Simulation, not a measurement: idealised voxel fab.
Presented below is a process module, voxel transistor to metal.
Section cut is 185 nm wide and gridded with 5 nm square cells.
The cross-sections in this document take the form of a grid made of square cells. They are written out as bands, in order from top to bottom. Each band consists of one or more rows of cells. Quick guide to a band line: top height, bottom height (nm) up front; then every material left to right with its width in nm. Only one material and it's marked "full width"? Then it fills the band edge to edge. And "blank" just means empty space. Heights are expressed relative to 0, this being the level below which the as-received wafer comprises one material exclusively. The lowest band is unbounded in the downward direction and is denoted as in "0 -> down". A two-number width, for instance "30 to 40", indicates that the width is equal to the first number in the top row of the band and to the second number in the bottom row, and that it changes by a constant amount per row of cells. Basically "stayed the same" means that step didn't change any cell in the cross-section. For the entry "Enclosed void list", the listed items are empty spaces with no open way to the top whose size is 8 cells or more; each item follows the pattern width x height at distance, where distance is from the left edge and all three are in nm. Anything after a step's settings on that line? It's the simulator's own note about the step. "overlay nm" on a masked step: distance the mask lay right of its planned place, negative for left.
-- The process steps that were planned are listed below
1: RECEIVE (material Si)
2: CONFORMAL_DEP (material SiO2; thk nm 5)
3: CONFORMAL_DEP (material SiN; thk nm 10)
4: PATTERN (tone cover; mask id ACTIVE; material resist; width nm 115; thk nm 15; overlay nm 0)
5: DIRECTIONAL_ETCH (etch materials SiN; depth nm 10)
6: DIRECTIONAL_ETCH (etch materials SiO2; depth nm 5)
7: DIRECTIONAL_ETCH (etch materials Si; depth nm 20)
8: STRIP (etch materials resist)
9: FILL_DEP (material SiO2; thk nm 15)
10: CMP (height nm 15)
11: SELECTIVE_ETCH (etch materials SiO2; depth nm 10)
12: STRIP (etch materials SiN)
13: SELECTIVE_ETCH (etch materials SiO2; depth nm 5)
14: OXIDIZE (depth nm 5)
15: DIRECTIONAL_DEP (material polySi; thk nm 30)
16: DIRECTIONAL_DEP (material SiCN; thk nm 15)
17: MASKED_ETCH (tone cover; mask id GATE; width nm 25; etch materials SiCN; depth nm 25; overlay nm 0)
18: MASKED_ETCH (tone cover; mask id GATE; width nm 25; etch materials polySi; depth nm 40; overlay nm 0)
19: CONFORMAL_DEP (material SiO2; thk nm 5)
20: DIRECTIONAL_ETCH (etch materials SiO2; depth nm 5)
21: CONFORMAL_DEP (material SiN; thk nm 10)
22: DIRECTIONAL_ETCH (etch materials SiN; depth nm 10)
23: DIRECTIONAL_ETCH (etch materials SiO2; depth nm 5)
24: DIRECTIONAL_ETCH (etch materials Si; depth nm 15)
25: EPI (material pSi; thk nm 15)
26: FILL_DEP (material SiO2; thk nm 5)
27: CMP (height nm 30)
28: STRIP (etch materials polySi)
29: SELECTIVE_ETCH (etch materials SiO2; depth nm 5)
30: CONFORMAL_DEP (material HfO2; thk nm 5)
31: CONFORMAL_DEP (material TiN; thk nm 5)
32: FILL_DEP (material W; thk nm 5)
33: CMP (height nm 25)
34: DIRECTIONAL_DEP (material SiO2; thk nm 10)
35: MASKED_ETCH (tone open; mask id CONTACT; width nm 15; pitch nm 80; etch materials SiO2; depth nm 40; overlay nm 0)
36: CONFORMAL_DEP (material TiN; thk nm 5)
37: FILL_DEP (material Ru; thk nm 10)
38: CMP (height nm 35)
39: CONFORMAL_DEP (material SiCN; thk nm 5)
40: DIRECTIONAL_DEP (material SiO2; thk nm 15)
41: PATTERN (tone open; mask id METAL_1; material resist; width nm 15; pitch nm 80; thk nm 20; overlay nm 0)
42: DIRECTIONAL_ETCH (etch materials SiO2; depth nm 15)
43: DIRECTIONAL_ETCH (etch materials SiCN; depth nm 5)
44: STRIP (etch materials resist)
45: CONFORMAL_DEP (material TiN; thk nm 5)
46: FILL_DEP (material Cu; thk nm 5)
47: CMP (height nm 55)
48: CONFORMAL_DEP (material SiN; thk nm 5)
-- Wafer at receipt (post step 1), cross-section
* 0 -> down: Si full width
* Enclosed void list: none
-- As-planned run: cross-section of the first of two wafers at end of module
* 60 -> 55: SiN full width
* 55 -> 40: 45 SiO2 / 5 TiN / 5 Cu / 5 TiN / 65 SiO2 / 5 TiN / 5 Cu / 5 TiN / 45 SiO2
* 40 -> 35: 45 SiCN / 15 TiN / 65 SiCN / 15 TiN / 45 SiCN
* 35 -> 25: 45 SiO2 / 5 TiN / 5 Ru / 5 TiN / 65 SiO2 / 5 TiN / 5 Ru / 5 TiN / 45 SiO2
* 25 -> 15: 45 SiO2 / 5 TiN / 5 Ru / 5 TiN / 5 SiO2 / 10 SiN / 5 HfO2 / 5 TiN / 15 W / 5 TiN / 5 HfO2 / 10 SiN / 5 SiO2 / 5 TiN / 5 Ru / 5 TiN / 45 SiO2
* 15 -> 10: 45 SiO2 / 15 TiN / 5 SiO2 / 10 SiN / 5 HfO2 / 5 TiN / 15 W / 5 TiN / 5 HfO2 / 10 SiN / 5 SiO2 / 15 TiN / 45 SiO2
* 10 -> 5: 45 SiO2 / 5 TiN / 15 pSi / 10 SiN / 5 HfO2 / 5 TiN / 15 W / 5 TiN / 5 HfO2 / 10 SiN / 15 pSi / 5 TiN / 45 SiO2
* 5 -> 0: 45 SiO2 / 5 TiN / 15 pSi / 10 SiN / 5 HfO2 / 25 TiN / 5 HfO2 / 10 SiN / 15 pSi / 5 TiN / 45 SiO2
* 0 -> -5: 45 SiO2 / 5 TiN / 15 pSi / 10 SiO2 / 35 HfO2 / 10 SiO2 / 15 pSi / 5 TiN / 45 SiO2
* -5 -> -20: 35 SiO2 / 30 pSi / 55 Si / 30 pSi / 35 SiO2
* -20 -> down: Si full width
* Enclosed void list: none
-- What the second wafer looks like in cross-section once the module is done. Its start and its plan matched the first wafer's exactly; what differed was one mistake in how it was run
* 60 -> 55: SiN full width
* 55 -> 40: 45 SiO2 / 5 TiN / 5 Cu / 5 TiN / 65 SiO2 / 5 TiN / 5 Cu / 5 TiN / 45 SiO2
* 40 -> 35: 45 SiCN / 15 TiN / 65 SiCN / 15 TiN / 45 SiCN
* 35 -> 25: 45 SiO2 / 5 TiN / 5 Ru / 5 TiN / 65 SiO2 / 5 TiN / 5 Ru / 5 TiN / 45 SiO2
* 25 -> 5: 45 SiO2 / 5 TiN / 5 Ru / 5 TiN / 5 SiO2 / 10 SiN / 5 HfO2 / 5 TiN / 15 W / 5 TiN / 5 HfO2 / 10 SiN / 5 SiO2 / 5 TiN / 5 Ru / 5 TiN / 45 SiO2
* 5 -> 0: 45 SiO2 / 5 TiN / 5 Ru / 5 TiN / 5 SiO2 / 10 SiN / 5 HfO2 / 25 TiN / 5 HfO2 / 10 SiN / 5 SiO2 / 5 TiN / 5 Ru / 5 TiN / 45 SiO2
* 0 -> -5: 45 SiO2 / 15 TiN / 15 SiO2 / 35 HfO2 / 15 SiO2 / 15 TiN / 45 SiO2
* -5 -> -15: SiO2 full width
* -15 -> -20: 35 SiO2 / 115 Si / 35 SiO2
* -20 -> down: Si full width
* Enclosed void list: none
Where did the run depart from the plan? planned and actual differ for step 14; actual: OXIDIZE (depth nm 15)
Count the cells at the end and the second wafer has more or fewer of some materials than the first: Ru +6, Si -10, SiO2 +52, TiN +6, pSi -54
